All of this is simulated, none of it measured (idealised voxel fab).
process module | voxel air gaps
cross-section cut | 265 nm wide | cells 5 nm
A cross-section is a grid of square cells, given in bands from the top down. A band is one or more rows of cells.
Each band's line starts with the height of the band's top and of its bottom, in nm. Then come its materials from left to right, each with its width in nm. One material with "throughout" fills the band from edge to edge. "air" is empty space.
Height 0 is the level under which the wafer as received is all one material. The lowest band goes on downwards, as in "0 down".
A width such as "30 to 40" changes by the same amount from each row of cells to the next, from the band's top row to its bottom row.
"no change" after a step means that no cell of the cross-section changed.
closed voids: empty space of 8 cells or more with no open way to the top, each as width x height at its distance from the left edge, in nm
after a step's settings: what the simulator itself notes on the step
overlay nm, on a step with a mask: how far to the right of its planned place the mask lay; to the left if negative
plan
1 op RECEIVE | material Si
2 op CONFORMAL_DEP | material SiO2 | thk nm 10
3 op CONFORMAL_DEP | material SiCN | thk nm 5
4 op DIRECTIONAL_DEP | material lowk | thk nm 40
5 op MASKED_ETCH | tone open | mask id LINES | width nm 20 | pitch nm 45 | etch materials lowk | depth nm 40 | overlay nm 0
6 op CONFORMAL_DEP | material TiN | thk nm 5
7 op FILL_DEP | material W | thk nm 5
8 op CMP | height nm 55
9 op EPI | material Ru | thk nm 10
10 op SELECTIVE_ETCH | etch materials lowk | depth nm 50
11 op CONFORMAL_DEP | material SiCN | thk nm 5
as received, after step 1
  0 down: Si throughout
  closed voids: none
a wafer at the end: this start, this plan, one mistake
  80 to 75: air 50 | SiCN 160 | air 55
  75 to 55: air 50 | SiCN 5 | Ru 150 | SiCN 5 | air 55
  55 to 50: air 50 | SiCN 25 | TiN 5 | W 10 | TiN 5 | lowk 25 | TiN 5 | W 10 | TiN 5 | lowk 25 | TiN 5 | W 10 | TiN 5 | SiCN 25 | air 55
  50 to 20: air 70 | SiCN 5 | TiN 5 | W 10 | TiN 5 | lowk 25 | TiN 5 | W 10 | TiN 5 | lowk 25 | TiN 5 | W 10 | TiN 5 | SiCN 5 | air 75
  20 to 15: SiCN 75 | TiN 20 | lowk 25 | TiN 20 | lowk 25 | TiN 20 | SiCN 80
  15 to 10: SiCN throughout
  10 to 0: SiO2 throughout
  0 down: Si throughout
  closed voids: none
what went wrong: step 9 was run twice
